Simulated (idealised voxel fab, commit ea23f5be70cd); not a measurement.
The process module presented herein is designated voxel self aligned vias.
Displayed cross-section: cut, width of 145 nm, square cells sized 5 nm.
When this document writes out a cross-section, it uses a grid of square cells and lists it as bands, beginning at the top and moving down, with a band standing for one or more rows of cells.
Read a band's entry like this: the first values are the height of its top and the height of its bottom in nm, and what follows is the sequence of materials from left to right, each with its width in nm. Note that "blank" is empty space, and that a single material marked "all across" reaches across the band from edge to edge.
Ref level 0: as-received wafer is one material below here. Bottom band extends down with no lower bound ("0..down").
Quick explanation for "30..40": the width changes in equal steps down the rows of cells, from the first number in the band's top row to the second number in its bottom row.
Step note "no alteration" = no cross-section cell changed.
Listed closed voids: empty space of 8 cells or more with no open way to the top, each as width x height at its distance from the left edge, in nm
That trailing text on a step's line, after the settings, is the simulator's own remark on the step.
overlay nm: how far to the right of its planned place the mask lay on this masked step (negative: to the left).

The planned process steps are enumerated hereunder
step 1: RECEIVE, material Si
step 2: CONFORMAL_DEP, material SiO2, thk nm 10
step 3: CONFORMAL_DEP, material SiCN, thk nm 5
step 4: DIRECTIONAL_DEP, material SiO2, thk nm 20
step 5: MASKED_ETCH, tone open, mask id LINES, width nm 20, pitch nm 45, etch materials SiO2, depth nm 20, overlay nm -15
step 6: CONFORMAL_DEP, material TiN, thk nm 5
step 7: FILL_DEP, material W, thk nm 5
step 8: CMP, height nm 35
step 9: SELECTIVE_ETCH, etch materials W Ru TiN, depth nm 10
step 10: FILL_DEP, material SiN, thk nm 10
step 11: CMP, height nm 35
step 12: DIRECTIONAL_DEP, material SiO2, thk nm 15
step 13: PATTERN, tone open, mask id VIAS, material resist, width nm 30, thk nm 20, overlay nm 0
step 14: DIRECTIONAL_ETCH, etch materials SiO2, depth nm 15
step 15: DIRECTIONAL_ETCH, etch materials SiN, depth nm 10
step 16: STRIP, etch materials resist
step 17: CONFORMAL_DEP, material TiN, thk nm 5
step 18: FILL_DEP, material W, thk nm 5
step 19: CMP, height nm 50
step 20: CONFORMAL_DEP, material SiCN, thk nm 5
The overlay nm used in step 5 is not the same on every wafer, whereas the starting condition is; the value printed in the plan is the first wafer's.

The first of several wafers in cross-section, exactly as it reached us after step 1
> 0..down = Si all across
> Listed closed voids: none

First wafer at the end, after step 20
> 55..50 = SiCN all across
> 50..40 = 35 of SiO2 / 5 of TiN / 20 of W / 5 of TiN / 80 of SiO2
> 40..35 = 35 of SiO2 / 30 of TiN / 80 of SiO2
> 35..25 = 25 of SiO2 / 10 of SiN / 10 of TiN / 25 of SiO2 / 20 of SiN / 55 of SiO2
> 25..20 = 25 of SiO2 / 5 of TiN / 10 of W / 5 of TiN / 25 of SiO2 / 5 of TiN / 10 of W / 5 of TiN / 55 of SiO2
> 20..15 = 25 of SiO2 / 20 of TiN / 25 of SiO2 / 20 of TiN / 55 of SiO2
> 15..10 = SiCN all across
> 10..0 = SiO2 all across
> 0..down = Si all across
> Listed closed voids: none

X-section, last wafer, module end
> 55..50 = SiCN all across
> 50..40 = 35 of SiO2 / 5 of TiN / 20 of W / 5 of TiN / 80 of SiO2
> 40..35 = 35 of SiO2 / 30 of TiN / 80 of SiO2
> 35..25 = 55 of SiO2 / 10 of TiN / 10 of SiN / 25 of SiO2 / 20 of SiN / 25 of SiO2
> 25..20 = 55 of SiO2 / 5 of TiN / 10 of W / 5 of TiN / 25 of SiO2 / 5 of TiN / 10 of W / 5 of TiN / 25 of SiO2
> 20..15 = 55 of SiO2 / 20 of TiN / 25 of SiO2 / 20 of TiN / 25 of SiO2
> 15..10 = SiCN all across
> 10..0 = SiO2 all across
> 0..down = Si all across
> Listed closed voids: none

Per wafer, end of module: cells gained (+) or lost (-) per material since receipt, then closed voids
overlay nm -15; +58 SiCN; +12 SiN; +211 SiO2; +26 TiN; +12 W; Listed closed voids: none
overlay nm -10; +58 SiCN; +10 SiN; +211 SiO2; +26 TiN; +14 W; Listed closed voids: none
overlay nm -5; +58 SiCN; +8 SiN; +211 SiO2; +26 TiN; +16 W; Listed closed voids: none
overlay nm 0; +58 SiCN; +8 SiN; +211 SiO2; +26 TiN; +16 W; Listed closed voids: none
overlay nm 5; +58 SiCN; +8 SiN; +211 SiO2; +26 TiN; +16 W; Listed closed voids: none
overlay nm 10; +58 SiCN; +10 SiN; +211 SiO2; +26 TiN; +14 W; Listed closed voids: none
overlay nm 15; +58 SiCN; +12 SiN; +211 SiO2; +26 TiN; +12 W; Listed closed voids: none
